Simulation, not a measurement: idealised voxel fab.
The process module presented herein is designated voxel transistor to metal.
Square cells of 5 nm make up the cross-section cut, whose width is 295 nm.
Just so we're on the same page, the cross-sections are grids of square cells, and they're listed out in bands top to bottom, each band one or more rows deep. It is stipulated that each band's entry specify, in nanometres, the height of the top of the band and then that of its bottom, followed by the materials of the band in left-to-right sequence, each together with its width in nanometres. A single material marked by the word "throughout" is understood to fill the band from edge to edge; the word "air" is understood to denote empty space. Height 0 is the level under which the wafer as received is all one material. The lowest band goes on downwards, as in "0 -> down". The two numbers in a width such as "30 to 40" mark its ends across the band: the first belongs to the top row of cells, the second to the bottom row, and from each row to the next the width moves by the same amount. "no alteration" (step): cross-section cells unchanged, all of them. "Sealed void inventory" contains a list of empty spaces, each no smaller than 8 cells and without an open way to the top, written in the form width x height at distance with the distance from the left edge and all three in nm. The remark found on a step's line after its settings is issued by the simulator itself and pertains to that step. Steps that use a mask can have "overlay nm" on their line. It says how far the mask sat to the right of where it was meant to be. Negative means to the left.

### Below is the list of planned process steps
1 RECEIVE,material Si
2 OXIDIZE,depth nm 5
3 CONFORMAL_DEP,material SiN,thk nm 10
4 DIRECTIONAL_DEP,material aC,thk nm 15
5 PATTERN,tone cover,mask id ACTIVE,material resist,width nm 110,pitch nm 140,thk nm 30,overlay nm 0
6 DIRECTIONAL_ETCH,etch materials aC,depth nm 15
7 STRIP,etch materials resist
8 DIRECTIONAL_ETCH,etch materials SiN,depth nm 10
9 DIRECTIONAL_ETCH,etch materials SiO2,depth nm 5
10 DIRECTIONAL_ETCH,etch materials Si,depth nm 30
11 STRIP,etch materials aC
12 FILL_DEP,material SiO2,thk nm 5
13 CMP,height nm 10
14 SELECTIVE_ETCH,etch materials SiO2,depth nm 5
15 STRIP,etch materials SiN
16 SELECTIVE_ETCH,etch materials SiO2,depth nm 5
17 OXIDIZE,depth nm 5
18 DIRECTIONAL_DEP,material polySi,thk nm 30
19 DIRECTIONAL_DEP,material SiCN,thk nm 10
20 PATTERN,tone cover,mask id GATE,material resist,width nm 15,pitch nm 140,thk nm 20,overlay nm 0
21 DIRECTIONAL_ETCH,etch materials SiCN,depth nm 20
22 DIRECTIONAL_ETCH,etch materials polySi,depth nm 40
23 STRIP,etch materials resist
24 CONFORMAL_DEP,material SiO2,thk nm 5
25 DIRECTIONAL_ETCH,etch materials SiO2,depth nm 5
26 CONFORMAL_DEP,material SiN,thk nm 5
27 DIRECTIONAL_ETCH,etch materials SiN,depth nm 5
28 DIRECTIONAL_ETCH,etch materials SiO2,depth nm 5
29 DIRECTIONAL_ETCH,etch materials Si,depth nm 10
30 EPI,material SiGe,thk nm 15
31 FILL_DEP,material SiO2,thk nm 5
32 CMP,height nm 35
33 DIRECTIONAL_DEP,material SiO2,thk nm 10
34 PATTERN,tone open,mask id CONTACT,material resist,width nm 35,thk nm 15,overlay nm 0
35 DIRECTIONAL_ETCH,etch materials SiO2,depth nm 40
36 STRIP,etch materials resist
37 CONFORMAL_DEP,material TiN,thk nm 5
38 FILL_DEP,material Ru,thk nm 5
39 CMP,height nm 45
40 DIRECTIONAL_DEP,material TiN,thk nm 5
41 DIRECTIONAL_DEP,material W,thk nm 20
42 DIRECTIONAL_DEP,material aC,thk nm 10
43 PATTERN,tone cover,mask id METAL_1,material resist,width nm 20,thk nm 25,overlay nm 0
44 DIRECTIONAL_ETCH,etch materials aC,depth nm 10
45 STRIP,etch materials resist
46 DIRECTIONAL_ETCH,etch materials W,depth nm 20
47 DIRECTIONAL_ETCH,etch materials TiN,depth nm 5
48 STRIP,etch materials aC
49 CONFORMAL_DEP,material SiN,thk nm 5
50 FILL_DEP,material SiO2,thk nm 10
51 CMP,height nm 70
52 CONFORMAL_DEP,material SiCN,thk nm 5
It is noted that the wafers described herein are identical at the outset and are distinguished by the width nm of step 20; the value stated in the plan corresponds to the first wafer.

### first wafer as received, after step 1
    0 -> down | Si throughout
    Sealed void inventory: none

### Module finished, last step 52 done: cross-section of the first of several wafers
    75 -> 70 | SiCN throughout
    70 -> 50 | SiO2 (20)  SiN (5)  W (20)  SiN (5)  SiO2 (50)  SiN (5)  W (20)  SiN (5)  SiO2 (30)  SiN (5)  W (20)  SiN (5)  SiO2 (50)  SiN (5)  W (20)  SiN (5)  SiO2 (25)
    50 -> 45 | SiN (25)  TiN (20)  SiN (60)  TiN (20)  SiN (40)  TiN (20)  SiN (60)  TiN (20)  SiN (30)
    45 -> 35 | SiO2 (25)  TiN (5)  Ru (25)  TiN (5)  SiO2 (30)  TiN (5 to 10)  Ru (25 to 20)  TiN (5)  SiO2 (40)  TiN (5)  Ru (25)  TiN (5)  SiO2 (30)  TiN (5 to 10)  Ru (25 to 20)  TiN (5)  SiO2 (30)
    35 -> 25 | SiO2 (25)  TiN (5)  Ru (25)  TiN (5)  SiN (5)  SiO2 (5)  SiCN (15)  SiO2 (5)  SiN (5)  TiN (5)  Ru (20)  TiN (5)  SiO2 (40)  TiN (5)  Ru (25)  TiN (5)  SiN (5)  SiO2 (5)  SiCN (15)  SiO2 (5)  SiN (5)  TiN (5)  Ru (20)  TiN (5)  SiO2 (30)
    25 -> 10 | SiO2 (25)  TiN (5)  Ru (25)  TiN (5)  SiN (5)  SiO2 (5)  polySi (15)  SiO2 (5)  SiN (5)  TiN (5)  Ru (20)  TiN (5)  SiO2 (40)  TiN (5)  Ru (25)  TiN (5)  SiN (5)  SiO2 (5)  polySi (15)  SiO2 (5)  SiN (5)  TiN (5)  Ru (20)  TiN (5)  SiO2 (30)
    10 -> 5 | SiO2 (25)  TiN (35)  SiN (5)  SiO2 (5)  polySi (15)  SiO2 (5)  SiN (5)  TiN (30)  SiO2 (40)  TiN (35)  SiN (5)  SiO2 (5)  polySi (15)  SiO2 (5)  SiN (5)  TiN (30)  SiO2 (30)
    5 -> 0 | SiO2 (20)  SiGe (20)  SiO2 (5)  SiGe (15)  SiN (5)  SiO2 (5)  polySi (15)  SiO2 (5)  SiN (5)  SiGe (35)  SiO2 (30)  SiGe (20)  SiO2 (5)  SiGe (15)  SiN (5)  SiO2 (5)  polySi (15)  SiO2 (5)  SiN (5)  SiGe (35)  SiO2 (25)
    0 -> -5 | SiO2 (20)  SiN (5)  SiGe (15)  SiO2 (5)  SiGe (15)  SiN (5)  SiO2 (5)  polySi (15)  SiO2 (5)  SiN (5)  SiGe (30)  SiN (5)  SiO2 (30)  SiN (5)  SiGe (15)  SiO2 (5)  SiGe (15)  SiN (5)  SiO2 (5)  polySi (15)  SiO2 (5)  SiN (5)  SiGe (30)  SiN (5)  SiO2 (25)
    -5 -> -10 | SiO2 (25)  SiGe (35)  SiO2 (35)  SiGe (30)  SiO2 (40)  SiGe (35)  SiO2 (35)  SiGe (30)  SiO2 (30)
    -10 -> -20 | SiO2 (20)  Si (5)  SiGe (35)  Si (35)  SiGe (30)  Si (5)  SiO2 (30)  Si (5)  SiGe (35)  Si (35)  SiGe (30)  Si (5)  SiO2 (25)
    -20 -> -35 | SiO2 (20)  Si (110)  SiO2 (30)  Si (110)  SiO2 (25)
    -35 -> down | Si throughout
    Sealed void inventory: none

### Cross-section at module completion, last wafer
    75 -> 70 | SiCN throughout
    70 -> 50 | SiO2 (20)  SiN (5)  W (20)  SiN (5)  SiO2 (50)  SiN (5)  W (20)  SiN (5)  SiO2 (30)  SiN (5)  W (20)  SiN (5)  SiO2 (50)  SiN (5)  W (20)  SiN (5)  SiO2 (25)
    50 -> 45 | SiN (25)  TiN (20)  SiN (60)  TiN (20)  SiN (40)  TiN (20)  SiN (60)  TiN (20)  SiN (30)
    45 -> 35 | SiO2 (25)  TiN (5)  Ru (25 to 15)  TiN (5 to 15)  SiO2 (30)  TiN (5 to 20)  Ru (25 to 10)  TiN (5)  SiO2 (40)  TiN (5)  Ru (25 to 15)  TiN (5 to 15)  SiO2 (30)  TiN (5 to 20)  Ru (25 to 10)  TiN (5)  SiO2 (30)
    35 -> 25 | SiO2 (25)  TiN (5)  Ru (15)  TiN (5)  SiN (5)  TiN (5)  SiCN (35)  TiN (5)  SiN (5)  TiN (5)  Ru (10)  TiN (5)  SiO2 (40)  TiN (5)  Ru (15)  TiN (5)  SiN (5)  TiN (5)  SiCN (35)  TiN (5)  SiN (5)  TiN (5)  Ru (10)  TiN (5)  SiO2 (30)
    25 -> 10 | SiO2 (25)  TiN (5)  Ru (15)  TiN (5)  SiN (5)  TiN (5)  polySi (35)  TiN (5)  SiN (5)  TiN (5)  Ru (10)  TiN (5)  SiO2 (40)  TiN (5)  Ru (15)  TiN (5)  SiN (5)  TiN (5)  polySi (35)  TiN (5)  SiN (5)  TiN (5)  Ru (10)  TiN (5)  SiO2 (30)
    10 -> 5 | SiO2 (25)  TiN (25)  SiN (5)  TiN (5)  polySi (35)  TiN (5)  SiN (5)  TiN (20)  SiO2 (40)  TiN (25)  SiN (5)  TiN (5)  polySi (35)  TiN (5)  SiN (5)  TiN (20)  SiO2 (30)
    5 -> 0 | SiO2 (20)  SiGe (30)  SiN (5)  SiO2 (5)  polySi (35)  SiO2 (5)  SiN (5)  SiGe (25)  SiO2 (30)  SiGe (30)  SiN (5)  SiO2 (5)  polySi (35)  SiO2 (5)  SiN (5)  SiGe (25)  SiO2 (25)
    0 -> -5 | SiO2 (20)  SiN (5)  SiGe (25)  SiN (5)  SiO2 (5)  polySi (35)  SiO2 (5)  SiN (5)  SiGe (20)  SiN (5)  SiO2 (30)  SiN (5)  SiGe (25)  SiN (5)  SiO2 (5)  polySi (35)  SiO2 (5)  SiN (5)  SiGe (20)  SiN (5)  SiO2 (25)
    -5 -> -10 | SiO2 (25)  SiGe (25)  SiO2 (55)  SiGe (20)  SiO2 (40)  SiGe (25)  SiO2 (55)  SiGe (20)  SiO2 (30)
    -10 -> -20 | SiO2 (20)  Si (5)  SiGe (25)  Si (55)  SiGe (20)  Si (5)  SiO2 (30)  Si (5)  SiGe (25)  Si (55)  SiGe (20)  Si (5)  SiO2 (25)
    -20 -> -35 | SiO2 (20)  Si (110)  SiO2 (30)  Si (110)  SiO2 (25)
    -35 -> down | Si throughout
    Sealed void inventory: none

### Below: a row per wafer. Contents at end of module: for every material, cells gained since receipt (+) or lost since receipt (-); then closed voids
width nm 15; +128 Ru; -245 Si; +71 SiCN; +130 SiGe; +111 SiN; +490 SiO2; +100 TiN; +64 W; +36 polySi; Sealed void inventory: none
width nm 20; +116 Ru; -241 Si; +75 SiCN; +124 SiGe; +111 SiN; +488 SiO2; +100 TiN; +64 W; +48 polySi; Sealed void inventory: none
width nm 25; +104 Ru; -237 Si; +79 SiCN; +114 SiGe; +111 SiN; +478 SiO2; +112 TiN; +64 W; +60 polySi; Sealed void inventory: none
width nm 30; +92 Ru; -233 Si; +83 SiCN; +104 SiGe; +111 SiN; +468 SiO2; +124 TiN; +64 W; +72 polySi; Sealed void inventory: none
width nm 35; +80 Ru; -229 Si; +87 SiCN; +94 SiGe; +111 SiN; +470 SiO2; +124 TiN; +64 W; +84 polySi; Sealed void inventory: none
